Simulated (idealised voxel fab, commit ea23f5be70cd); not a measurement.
Process module name: voxel trench capacitor
Square cell edge 5 nm, section width 190 nm, ID cut.
Heads up, the way a cross-section reads in here is a grid of square cells, handed over as bands from the top down, with every band being one or more rows of cells.
Band entry format. Leading values: height of top, height of bottom, nm. Remainder: materials in left-to-right order, each with its width in nm. Special words: "everywhere" on a single material, which then fills the band edge to edge; "empty", empty space.
Height datum 0, below which the as-received substrate wafer is one material. Lowest band open at the bottom, running downward: "from 0 down".
Width spec "30 to 40" -> top row of cells at first value, bottom row at second value, equal per-row change in between.
The designation "changes: none", where it is given for a processing step, indicates that no cell of the cross-section was altered in the course of that step.
Look at "Completely sealed voids" for the closed voids: empty spaces with no open path to the top, sized 8 cells or up. Each is width x height at distance, distance from the left edge, all nm.
Post-settings text on a step line: simulator's own remark regarding the step.
The setting "overlay nm" may be written on the line of a step. When the step uses a mask, the value reports how far to the right of the planned place the mask lay, and a negative value reports that it lay to the left.

Steps in the process plan
1: RECEIVE: material Si
2: CONFORMAL_DEP: material SiN, thk nm 5
3: DIRECTIONAL_DEP: material aC, thk nm 15
4: PATTERN: tone open, mask id TRENCH, material resist, width nm 25, pitch nm 40, thk nm 35, overlay nm 0
5: DIRECTIONAL_ETCH: etch materials aC, depth nm 15
6: STRIP: etch materials resist
7: DIRECTIONAL_ETCH: etch materials SiN, depth nm 5
8: DIRECTIONAL_ETCH: etch materials Si, depth nm 30
9: STRIP: etch materials aC
10: CONFORMAL_DEP: material HfO2, thk nm 5
11: CONFORMAL_DEP: material TiN, thk nm 5
12: FILL_DEP: material W, thk nm 10
13: CMP: height nm 5

The cross-section here shows the wafer as received, i.e. in its state after step 1
- from 0 down = Si everywhere
- Completely sealed voids: none

The first of two wafers, cross-sectioned at the end of the module, with the run proceeding as planned
- from 5 to 0 = 60 nm SiN / 5 nm HfO2 / 5 nm TiN / 5 nm W / 5 nm TiN / 5 nm HfO2 / 15 nm SiN / 5 nm HfO2 / 5 nm TiN / 5 nm W / 5 nm TiN / 5 nm HfO2 / 65 nm SiN
- from 0 to -20 = 60 nm Si / 5 nm HfO2 / 5 nm TiN / 5 nm W / 5 nm TiN / 5 nm HfO2 / 15 nm Si / 5 nm HfO2 / 5 nm TiN / 5 nm W / 5 nm TiN / 5 nm HfO2 / 65 nm Si
- from -20 to -25 = 60 nm Si / 5 nm HfO2 / 15 nm TiN / 5 nm HfO2 / 15 nm Si / 5 nm HfO2 / 15 nm TiN / 5 nm HfO2 / 65 nm Si
- from -25 to -30 = 60 nm Si / 25 nm HfO2 / 15 nm Si / 25 nm HfO2 / 65 nm Si
- from -30 down = Si everywhere
- Completely sealed voids: none

Second wafer cross-section at end of module - shared start and plan with the first, one mistake in the run
- from 5 to 0 = 60 nm SiN / 5 nm TiN / 5 nm HfO2 / 5 nm W / 5 nm HfO2 / 5 nm TiN / 15 nm SiN / 5 nm TiN / 5 nm HfO2 / 5 nm W / 5 nm HfO2 / 5 nm TiN / 65 nm SiN
- from 0 to -20 = 60 nm Si / 5 nm TiN / 5 nm HfO2 / 5 nm W / 5 nm HfO2 / 5 nm TiN / 15 nm Si / 5 nm TiN / 5 nm HfO2 / 5 nm W / 5 nm HfO2 / 5 nm TiN / 65 nm Si
- from -20 to -25 = 60 nm Si / 5 nm TiN / 15 nm HfO2 / 5 nm TiN / 15 nm Si / 5 nm TiN / 15 nm HfO2 / 5 nm TiN / 65 nm Si
- from -25 to -30 = 60 nm Si / 25 nm TiN / 15 nm Si / 25 nm TiN / 65 nm Si
- from -30 down = Si everywhere
- Completely sealed voids: none
It is concluded that the wafer was processed incorrectly with respect to the plan, in that steps 10 and 11 swapped
Counted in cells at the end, the second wafer holds more or fewer of these materials than the first: HfO2 -8; TiN +8
